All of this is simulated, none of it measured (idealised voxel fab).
The document below concerns the process module designated voxel released beams.
The cross-section shown here is cut; it is 180 nm wide and divided into square cells measuring 5 nm on a side.
Just so we're on the same page, the cross-sections are grids of square cells, and they're listed out in bands top to bottom, each band one or more rows deep.
Per band: top height and bottom height in nm, followed by the left-to-right materials and their widths in nm; "all across" marks a single material spanning edge to edge, "air" marks empty space.
Heads up on the height convention: 0 is the point under which the incoming wafer is all one material, and the lowest band has no bottom, it just keeps going down, like "top 0, no bottom".
Per-row width for "30->40": begins at first number (top row of band), ends at second number (bottom row), increment between rows held constant.
"nothing different" -> step changed no cross-section cell.
Voids not open to the top, 8 cells minimum: see "Tabulated closed voids". Written width x height at distance; distance is from the left edge; nm.
The remark found on a step's line after its settings is issued by the simulator itself and pertains to that step.
overlay nm, on a step with a mask: how far to the right of its planned place the mask lay; to the left if negative

### The following list gives the planned process steps
1,RECEIVE,material Si
2,CONFORMAL_DEP,material Al2O3,thk nm 5
3,DIRECTIONAL_DEP,material SiO2,thk nm 20
4,PATTERN,tone open,mask id ANCHOR,material resist,width nm 40,thk nm 20,overlay nm -15
5,DIRECTIONAL_ETCH,etch materials SiO2,depth nm 20
6,STRIP,etch materials resist
7,CONFORMAL_DEP,material polySi,thk nm 15
8,DIRECTIONAL_DEP,material aC,thk nm 10
9,PATTERN,tone cover,mask id BEAM,material resist,width nm 120,thk nm 25,overlay nm 0
10,DIRECTIONAL_ETCH,etch materials aC,depth nm 10
11,STRIP,etch materials resist
12,DIRECTIONAL_ETCH,etch materials polySi,depth nm 15
13,STRIP,etch materials aC
14,STRIP,etch materials SiO2
Heads up: all these wafers start the same, and what changes between them is the overlay nm in step 4. The value you see in the plan is just what the first wafer got.

### As-received cross-section, first of several wafers, post step 1
top 0, no bottom: Si all across
Tabulated closed voids: none

### The following table contains a row per wafer, in which are reported, at the conclusion of the module, the cells of each material gained (+) or lost (-) since the wafer's receipt, with its closed voids given thereafter
overlay nm -15, +36 Al2O3, +96 polySi, Tabulated closed voids: none
overlay nm -10, +36 Al2O3, +96 polySi, Tabulated closed voids: none
overlay nm -5, +36 Al2O3, +96 polySi, Tabulated closed voids: none
overlay nm 0, +36 Al2O3, +96 polySi, Tabulated closed voids: none
overlay nm 5, +36 Al2O3, +96 polySi, Tabulated closed voids: none
overlay nm 10, +36 Al2O3, +96 polySi, Tabulated closed voids: none
overlay nm 15, +36 Al2O3, +96 polySi, Tabulated closed voids: none
